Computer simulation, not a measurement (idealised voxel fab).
Process module name: voxel wiring stack
It is cross-section cut that appears here, measuring 260 nm in width, its square cells being 5 nm in size.
Format of a cross-section: grid, square cells. Given as bands. Order: top down. Band: one or more rows of cells. The entry gives the band's vertical extent as a top height and a bottom height in nm, then its horizontal make-up as materials from left to right, each with a width in nm. "blank" stands for empty space; a single material marked "edge to edge" fills the band edge to edge. Measure heights from 0. That's the level where, below it, the as-received wafer is all one material. The lowest band is bottomless and extends downward; write it as in "0 nm and below". The expression "30->40" gives the width at the extremes of the band, the first number at its top row of cells and the second at its bottom row, with the width changing by equal amounts from each row to the next in between. "nothing altered", as given for a step, is the statement that not any cell of the cross-section underwent a change during that step. "Closed void inventory" - sealed voids, min. 8 cells, no opening to top; format: width x height at distance (distance from left edge; nm throughout). Step line, after settings: the simulator's comment on this step. overlay nm, on a step with a mask: how far to the right of its planned place the mask lay; to the left if negative.
Planned process steps:
1 RECEIVE (material Si)
2 CONFORMAL_DEP (material SiO2; thk nm 15)
3 CONFORMAL_DEP (material SiN; thk nm 5)
4 DIRECTIONAL_DEP (material lowk; thk nm 25)
5 DIRECTIONAL_DEP (material aC; thk nm 10)
6 PATTERN (tone open; mask id METAL_1; material resist; width nm 25; pitch nm 40; thk nm 30; overlay nm 0)
7 DIRECTIONAL_ETCH (etch materials aC; depth nm 10)
8 STRIP (etch materials resist)
9 DIRECTIONAL_ETCH (etch materials lowk; depth nm 25)
10 DIRECTIONAL_ETCH (etch materials SiN; depth nm 5)
11 STRIP (etch materials aC)
12 CONFORMAL_DEP (material TiN; thk nm 5)
13 FILL_DEP (material Ru; thk nm 10)
14 CMP (height nm 45)
15 EPI (material Ru; thk nm 5)
16 FILL_DEP (material SiCN; thk nm 5)
17 DIRECTIONAL_DEP (material lowk; thk nm 30)
18 DIRECTIONAL_DEP (material aC; thk nm 10)
19 PATTERN (tone open; mask id METAL_2_HOLES; material resist; width nm 15; pitch nm 40; thk nm 25; overlay nm 0)
20 DIRECTIONAL_ETCH (etch materials aC; depth nm 10)
21 STRIP (etch materials resist)
22 DIRECTIONAL_ETCH (etch materials lowk; depth nm 30)
23 STRIP (etch materials aC)
24 PATTERN (tone open; mask id METAL_2; material resist; width nm 25; pitch nm 40; thk nm 15; overlay nm 0)
25 DIRECTIONAL_ETCH (etch materials lowk; depth nm 15)
26 DIRECTIONAL_ETCH (etch materials SiCN; depth nm 5)
27 STRIP (etch materials resist)
28 CONFORMAL_DEP (material TiN; thk nm 5)
29 FILL_DEP (material Cu; thk nm 5)
30 CMP (height nm 85)
31 CONFORMAL_DEP (material SiN; thk nm 5)
Of two wafers, the first: run according to plan:
As-received state of the wafer in cross-section, equivalent to post-step 1:
    0 nm and below = Si edge to edge
    Closed void inventory: none
Take a look at the wafer's cross-section after step 2:
    15 nm to 0 nm = SiO2 edge to edge
    below 0: unchanged
Take a look at the wafer's cross-section after step 3:
    20 nm to 15 nm = SiN edge to edge
    below 15: unchanged
Take a look at the wafer's cross-section after step 4:
    45 nm to 20 nm = lowk edge to edge
    below 20: unchanged
Take a look at the wafer's cross-section after step 5:
    55 nm to 45 nm = aC edge to edge
    below 45: unchanged
Take a look at the wafer's cross-section after step 6:
    85 nm to 55 nm = resist 55 nm  blank 25 nm  resist 15 nm  blank 25 nm  resist 15 nm  blank 25 nm  resist 15 nm  blank 25 nm  resist 60 nm
    below 55: unchanged
Take a look at the wafer's cross-section after step 7:
    75 nm to 55 nm = resist 55 nm  blank 25 nm  resist 15 nm  blank 25 nm  resist 15 nm  blank 25 nm  resist 15 nm  blank 25 nm  resist 60 nm
    55 nm to 45 nm = aC 55 nm  blank 25 nm  aC 15 nm  blank 25 nm  aC 15 nm  blank 25 nm  aC 15 nm  blank 25 nm  aC 60 nm
    below 45: unchanged
Take a look at the wafer's cross-section after step 8:
    55 nm to 45 nm = aC 55 nm  blank 25 nm  aC 15 nm  blank 25 nm  aC 15 nm  blank 25 nm  aC 15 nm  blank 25 nm  aC 60 nm
    below 45: unchanged
Take a look at the wafer's cross-section after step 9:
    55 nm to 45 nm = aC 55 nm  blank 25 nm  aC 15 nm  blank 25 nm  aC 15 nm  blank 25 nm  aC 15 nm  blank 25 nm  aC 60 nm
    45 nm to 20 nm = lowk 55 nm  blank 25 nm  lowk 15 nm  blank 25 nm  lowk 15 nm  blank 25 nm  lowk 15 nm  blank 25 nm  lowk 60 nm
    below 20: unchanged
Take a look at the wafer's cross-section after step 10:
    55 nm to 45 nm = aC 55 nm  blank 25 nm  aC 15 nm  blank 25 nm  aC 15 nm  blank 25 nm  aC 15 nm  blank 25 nm  aC 60 nm
    45 nm to 20 nm = lowk 55 nm  blank 25 nm  lowk 15 nm  blank 25 nm  lowk 15 nm  blank 25 nm  lowk 15 nm  blank 25 nm  lowk 60 nm
    20 nm to 15 nm = SiN 55 nm  blank 25 nm  SiN 15 nm  blank 25 nm  SiN 15 nm  blank 25 nm  SiN 15 nm  blank 25 nm  SiN 60 nm
    below 15: unchanged
Take a look at the wafer's cross-section after step 11:
    45 nm to 20 nm = lowk 55 nm  blank 25 nm  lowk 15 nm  blank 25 nm  lowk 15 nm  blank 25 nm  lowk 15 nm  blank 25 nm  lowk 60 nm
    below 20: unchanged
Take a look at the wafer's cross-section after step 12:
    50 nm to 45 nm = TiN 60 nm  blank 15 nm  TiN 25 nm  blank 15 nm  TiN 25 nm  blank 15 nm  TiN 25 nm  blank 15 nm  TiN 65 nm
    45 nm to 20 nm = lowk 55 nm  TiN 5 nm  blank 15 nm  TiN 5 nm  lowk 15 nm  TiN 5 nm  blank 15 nm  TiN 5 nm  lowk 15 nm  TiN 5 nm  blank 15 nm  TiN 5 nm  lowk 15 nm  TiN 5 nm  blank 15 nm  TiN 5 nm  lowk 60 nm
    20 nm to 15 nm = SiN 55 nm  TiN 25 nm  SiN 15 nm  TiN 25 nm  SiN 15 nm  TiN 25 nm  SiN 15 nm  TiN 25 nm  SiN 60 nm
    below 15: unchanged
Take a look at the wafer's cross-section after step 13:
    60 nm to 50 nm = Ru edge to edge
    50 nm to 45 nm = TiN 60 nm  Ru 15 nm  TiN 25 nm  Ru 15 nm  TiN 25 nm  Ru 15 nm  TiN 25 nm  Ru 15 nm  TiN 65 nm
    45 nm to 20 nm = lowk 55 nm  TiN 5 nm  Ru 15 nm  TiN 5 nm  lowk 15 nm  TiN 5 nm  Ru 15 nm  TiN 5 nm  lowk 15 nm  TiN 5 nm  Ru 15 nm  TiN 5 nm  lowk 15 nm  TiN 5 nm  Ru 15 nm  TiN 5 nm  lowk 60 nm
    below 20: unchanged
Take a look at the wafer's cross-section after step 14:
    45 nm to 20 nm = lowk 55 nm  TiN 5 nm  Ru 15 nm  TiN 5 nm  lowk 15 nm  TiN 5 nm  Ru 15 nm  TiN 5 nm  lowk 15 nm  TiN 5 nm  Ru 15 nm  TiN 5 nm  lowk 15 nm  TiN 5 nm  Ru 15 nm  TiN 5 nm  lowk 60 nm
    below 20: unchanged
Take a look at the wafer's cross-section after step 15:
    50 nm to 45 nm = blank 50 nm  Ru 35 nm  blank 5 nm  Ru 35 nm  blank 5 nm  Ru 35 nm  blank 5 nm  Ru 35 nm  blank 55 nm
    below 45: unchanged
Take a look at the wafer's cross-section after step 16:
    55 nm to 50 nm = SiCN edge to edge
    50 nm to 45 nm = SiCN 50 nm  Ru 35 nm  SiCN 5 nm  Ru 35 nm  SiCN 5 nm  Ru 35 nm  SiCN 5 nm  Ru 35 nm  SiCN 55 nm
    below 45: unchanged
Take a look at the wafer's cross-section after step 17:
    85 nm to 55 nm = lowk edge to edge
    below 55: unchanged
Take a look at the wafer's cross-section after step 18:
    95 nm to 85 nm = aC edge to edge
    below 85: unchanged
Take a look at the wafer's cross-section after step 19:
    120 nm to 95 nm = resist 55 nm  blank 15 nm  resist 25 nm  blank 15 nm  resist 25 nm  blank 15 nm  resist 25 nm  blank 15 nm  resist 70 nm
    below 95: unchanged
Take a look at the wafer's cross-section after step 20:
    110 nm to 95 nm = resist 55 nm  blank 15 nm  resist 25 nm  blank 15 nm  resist 25 nm  blank 15 nm  resist 25 nm  blank 15 nm  resist 70 nm
    95 nm to 85 nm = aC 55 nm  blank 15 nm  aC 25 nm  blank 15 nm  aC 25 nm  blank 15 nm  aC 25 nm  blank 15 nm  aC 70 nm
    below 85: unchanged
Take a look at the wafer's cross-section after step 21:
    95 nm to 85 nm = aC 55 nm  blank 15 nm  aC 25 nm  blank 15 nm  aC 25 nm  blank 15 nm  aC 25 nm  blank 15 nm  aC 70 nm
    below 85: unchanged
Take a look at the wafer's cross-section after step 22:
    95 nm to 85 nm = aC 55 nm  blank 15 nm  aC 25 nm  blank 15 nm  aC 25 nm  blank 15 nm  aC 25 nm  blank 15 nm  aC 70 nm
    85 nm to 55 nm = lowk 55 nm  blank 15 nm  lowk 25 nm  blank 15 nm  lowk 25 nm  blank 15 nm  lowk 25 nm  blank 15 nm  lowk 70 nm
    below 55: unchanged
Take a look at the wafer's cross-section after step 23:
    85 nm to 55 nm = lowk 55 nm  blank 15 nm  lowk 25 nm  blank 15 nm  lowk 25 nm  blank 15 nm  lowk 25 nm  blank 15 nm  lowk 70 nm
    below 55: unchanged
Take a look at the wafer's cross-section after step 24:
    100 nm to 85 nm = resist 55 nm  blank 25 nm  resist 15 nm  blank 25 nm  resist 15 nm  blank 25 nm  resist 15 nm  blank 25 nm  resist 60 nm
    below 85: unchanged
Take a look at the wafer's cross-section after step 25:
    100 nm to 85 nm = resist 55 nm  blank 25 nm  resist 15 nm  blank 25 nm  resist 15 nm  blank 25 nm  resist 15 nm  blank 25 nm  resist 60 nm
    85 nm to 70 nm = lowk 55 nm  blank 25 nm  lowk 15 nm  blank 25 nm  lowk 15 nm  blank 25 nm  lowk 15 nm  blank 25 nm  lowk 60 nm
    below 70: unchanged
Take a look at the wafer's cross-section after step 26:
    100 nm to 85 nm = resist 55 nm  blank 25 nm  resist 15 nm  blank 25 nm  resist 15 nm  blank 25 nm  resist 15 nm  blank 25 nm  resist 60 nm
    85 nm to 70 nm = lowk 55 nm  blank 25 nm  lowk 15 nm  blank 25 nm  lowk 15 nm  blank 25 nm  lowk 15 nm  blank 25 nm  lowk 60 nm
    70 nm to 55 nm = lowk 55 nm  blank 15 nm  lowk 25 nm  blank 15 nm  lowk 25 nm  blank 15 nm  lowk 25 nm  blank 15 nm  lowk 70 nm
    55 nm to 50 nm = SiCN 55 nm  blank 15 nm  SiCN 25 nm  blank 15 nm  SiCN 25 nm  blank 15 nm  SiCN 25 nm  blank 15 nm  SiCN 70 nm
    below 50: unchanged
Take a look at the wafer's cross-section after step 27:
    85 nm to 70 nm = lowk 55 nm  blank 25 nm  lowk 15 nm  blank 25 nm  lowk 15 nm  blank 25 nm  lowk 15 nm  blank 25 nm  lowk 60 nm
    below 70: unchanged
Take a look at the wafer's cross-section after step 28:
    90 nm to 85 nm = TiN 60 nm  blank 15 nm  TiN 25 nm  blank 15 nm  TiN 25 nm  blank 15 nm  TiN 25 nm  blank 15 nm  TiN 65 nm
    85 nm to 75 nm = lowk 55 nm  TiN 5 nm  blank 15 nm  TiN 5 nm  lowk 15 nm  TiN 5 nm  blank 15 nm  TiN 5 nm  lowk 15 nm  TiN 5 nm  blank 15 nm  TiN 5 nm  lowk 15 nm  TiN 5 nm  blank 15 nm  TiN 5 nm  lowk 60 nm
    75 nm to 70 nm = lowk 55 nm  TiN 5 nm  blank 5 nm  TiN 15 nm  lowk 15 nm  TiN 5 nm  blank 5 nm  TiN 15 nm  lowk 15 nm  TiN 5 nm  blank 5 nm  TiN 15 nm  lowk 15 nm  TiN 5 nm  blank 5 nm  TiN 15 nm  lowk 60 nm
    70 nm to 55 nm = lowk 55 nm  TiN 5 nm  blank 5 nm  TiN 5 nm  lowk 25 nm  TiN 5 nm  blank 5 nm  TiN 5 nm  lowk 25 nm  TiN 5 nm  blank 5 nm  TiN 5 nm  lowk 25 nm  TiN 5 nm  blank 5 nm  TiN 5 nm  lowk 70 nm
    55 nm to 50 nm = SiCN 55 nm  TiN 15 nm  SiCN 25 nm  TiN 15 nm  SiCN 25 nm  TiN 15 nm  SiCN 25 nm  TiN 15 nm  SiCN 70 nm
    below 50: unchanged
Take a look at the wafer's cross-section after step 29:
    95 nm to 90 nm = Cu edge to edge
    90 nm to 85 nm = TiN 60 nm  Cu 15 nm  TiN 25 nm  Cu 15 nm  TiN 25 nm  Cu 15 nm  TiN 25 nm  Cu 15 nm  TiN 65 nm
    85 nm to 75 nm = lowk 55 nm  TiN 5 nm  Cu 15 nm  TiN 5 nm  lowk 15 nm  TiN 5 nm  Cu 15 nm  TiN 5 nm  lowk 15 nm  TiN 5 nm  Cu 15 nm  TiN 5 nm  lowk 15 nm  TiN 5 nm  Cu 15 nm  TiN 5 nm  lowk 60 nm
    75 nm to 70 nm = lowk 55 nm  TiN 5 nm  Cu 5 nm  TiN 15 nm  lowk 15 nm  TiN 5 nm  Cu 5 nm  TiN 15 nm  lowk 15 nm  TiN 5 nm  Cu 5 nm  TiN 15 nm  lowk 15 nm  TiN 5 nm  Cu 5 nm  TiN 15 nm  lowk 60 nm
    70 nm to 55 nm = lowk 55 nm  TiN 5 nm  Cu 5 nm  TiN 5 nm  lowk 25 nm  TiN 5 nm  Cu 5 nm  TiN 5 nm  lowk 25 nm  TiN 5 nm  Cu 5 nm  TiN 5 nm  lowk 25 nm  TiN 5 nm  Cu 5 nm  TiN 5 nm  lowk 70 nm
    below 55: unchanged
Take a look at the wafer's cross-section after step 30:
    85 nm to 75 nm = lowk 55 nm  TiN 5 nm  Cu 15 nm  TiN 5 nm  lowk 15 nm  TiN 5 nm  Cu 15 nm  TiN 5 nm  lowk 15 nm  TiN 5 nm  Cu 15 nm  TiN 5 nm  lowk 15 nm  TiN 5 nm  Cu 15 nm  TiN 5 nm  lowk 60 nm
    below 75: unchanged
Take a look at the wafer's cross-section after step 31:
    90 nm to 85 nm = SiN edge to edge
    below 85: unchanged
The Second Wafer: Common Origin and Plan, One Mistake in Execution, Identical to the First Through Step 23:
Second wafer at the planned finish of step 24, seen in cross-section:
    100 nm to 85 nm = resist 65 nm  blank 25 nm  resist 15 nm  blank 25 nm  resist 15 nm  blank 25 nm  resist 15 nm  blank 25 nm  resist 50 nm
    85 nm to 55 nm = lowk 55 nm  resist 10 nm  blank 5 nm  lowk 25 nm  resist 10 nm  blank 5 nm  lowk 25 nm  resist 10 nm  blank 5 nm  lowk 25 nm  resist 10 nm  blank 5 nm  lowk 70 nm
    below 55: unchanged
Second wafer at the planned finish of step 25, seen in cross-section:
    100 nm to 85 nm = resist 65 nm  blank 25 nm  resist 15 nm  blank 25 nm  resist 15 nm  blank 25 nm  resist 15 nm  blank 25 nm  resist 50 nm
    85 nm to 70 nm = lowk 55 nm  resist 10 nm  blank 25 nm  lowk 5 nm  resist 10 nm  blank 25 nm  lowk 5 nm  resist 10 nm  blank 25 nm  lowk 5 nm  resist 10 nm  blank 25 nm  lowk 50 nm
    below 70: unchanged
Second wafer at the planned finish of step 26, seen in cross-section:
    100 nm to 85 nm = resist 65 nm  blank 25 nm  resist 15 nm  blank 25 nm  resist 15 nm  blank 25 nm  resist 15 nm  blank 25 nm  resist 50 nm
    85 nm to 70 nm = lowk 55 nm  resist 10 nm  blank 25 nm  lowk 5 nm  resist 10 nm  blank 25 nm  lowk 5 nm  resist 10 nm  blank 25 nm  lowk 5 nm  resist 10 nm  blank 25 nm  lowk 50 nm
    70 nm to 55 nm = lowk 55 nm  resist 10 nm  blank 5 nm  lowk 25 nm  resist 10 nm  blank 5 nm  lowk 25 nm  resist 10 nm  blank 5 nm  lowk 25 nm  resist 10 nm  blank 5 nm  lowk 70 nm
    55 nm to 50 nm = SiCN 65 nm  blank 5 nm  SiCN 35 nm  blank 5 nm  SiCN 35 nm  blank 5 nm  SiCN 35 nm  blank 5 nm  SiCN 70 nm
    below 50: unchanged
Second wafer at the planned finish of step 27, seen in cross-section:
    85 nm to 70 nm = lowk 55 nm  blank 35 nm  lowk 5 nm  blank 35 nm  lowk 5 nm  blank 35 nm  lowk 5 nm  blank 35 nm  lowk 50 nm
    70 nm to 55 nm = lowk 55 nm  blank 15 nm  lowk 25 nm  blank 15 nm  lowk 25 nm  blank 15 nm  lowk 25 nm  blank 15 nm  lowk 70 nm
    below 55: unchanged
Second wafer at the planned finish of step 28, seen in cross-section:
    90 nm to 85 nm = TiN 60 nm  blank 25 nm  TiN 15 nm  blank 25 nm  TiN 15 nm  blank 25 nm  TiN 15 nm  blank 25 nm  TiN 55 nm
    85 nm to 75 nm = lowk 55 nm  TiN 5 nm  blank 25 nm  TiN 5 nm  lowk 5 nm  TiN 5 nm  blank 25 nm  TiN 5 nm  lowk 5 nm  TiN 5 nm  blank 25 nm  TiN 5 nm  lowk 5 nm  TiN 5 nm  blank 25 nm  TiN 5 nm  lowk 50 nm
    75 nm to 70 nm = lowk 55 nm  TiN 5 nm  blank 5 nm  TiN 25 nm  lowk 5 nm  TiN 5 nm  blank 5 nm  TiN 25 nm  lowk 5 nm  TiN 5 nm  blank 5 nm  TiN 25 nm  lowk 5 nm  TiN 5 nm  blank 5 nm  TiN 25 nm  lowk 50 nm
    70 nm to 60 nm = lowk 55 nm  TiN 5 nm  blank 5 nm  TiN 5 nm  lowk 25 nm  TiN 5 nm  blank 5 nm  TiN 5 nm  lowk 25 nm  TiN 5 nm  blank 5 nm  TiN 5 nm  lowk 25 nm  TiN 5 nm  blank 5 nm  TiN 5 nm  lowk 70 nm
    60 nm to 55 nm = lowk 55 nm  TiN 15 nm  lowk 25 nm  TiN 15 nm  lowk 25 nm  TiN 15 nm  lowk 25 nm  TiN 15 nm  lowk 70 nm
    55 nm to 50 nm = SiCN 65 nm  TiN 5 nm  SiCN 35 nm  TiN 5 nm  SiCN 35 nm  TiN 5 nm  SiCN 35 nm  TiN 5 nm  SiCN 70 nm
    below 50: unchanged
Second wafer at the planned finish of step 29, seen in cross-section:
    95 nm to 90 nm = Cu edge to edge
    90 nm to 85 nm = TiN 60 nm  Cu 25 nm  TiN 15 nm  Cu 25 nm  TiN 15 nm  Cu 25 nm  TiN 15 nm  Cu 25 nm  TiN 55 nm
    85 nm to 75 nm = lowk 55 nm  TiN 5 nm  Cu 25 nm  TiN 5 nm  lowk 5 nm  TiN 5 nm  Cu 25 nm  TiN 5 nm  lowk 5 nm  TiN 5 nm  Cu 25 nm  TiN 5 nm  lowk 5 nm  TiN 5 nm  Cu 25 nm  TiN 5 nm  lowk 50 nm
    75 nm to 70 nm = lowk 55 nm  TiN 5 nm  Cu 5 nm  TiN 25 nm  lowk 5 nm  TiN 5 nm  Cu 5 nm  TiN 25 nm  lowk 5 nm  TiN 5 nm  Cu 5 nm  TiN 25 nm  lowk 5 nm  TiN 5 nm  Cu 5 nm  TiN 25 nm  lowk 50 nm
    70 nm to 60 nm = lowk 55 nm  TiN 5 nm  Cu 5 nm  TiN 5 nm  lowk 25 nm  TiN 5 nm  Cu 5 nm  TiN 5 nm  lowk 25 nm  TiN 5 nm  Cu 5 nm  TiN 5 nm  lowk 25 nm  TiN 5 nm  Cu 5 nm  TiN 5 nm  lowk 70 nm
    below 60: unchanged
Second wafer at the planned finish of step 30, seen in cross-section:
    85 nm to 75 nm = lowk 55 nm  TiN 5 nm  Cu 25 nm  TiN 5 nm  lowk 5 nm  TiN 5 nm  Cu 25 nm  TiN 5 nm  lowk 5 nm  TiN 5 nm  Cu 25 nm  TiN 5 nm  lowk 5 nm  TiN 5 nm  Cu 25 nm  TiN 5 nm  lowk 50 nm
    below 75: unchanged
Second wafer at the planned finish of step 31, seen in cross-section:
    90 nm to 85 nm = SiN edge to edge
    below 85: unchanged
What broke from the plan during processing? planned and actual differ for step 24; actual: PATTERN (tone open; mask id METAL_2; material resist; width nm 25; pitch nm 40; thk nm 15; overlay nm 10)
End of process, cell counts, second wafer against first, materials with more or fewer: Cu: 12 more; SiCN: 8 more; TiN: 4 more; lowk: 24 fewer
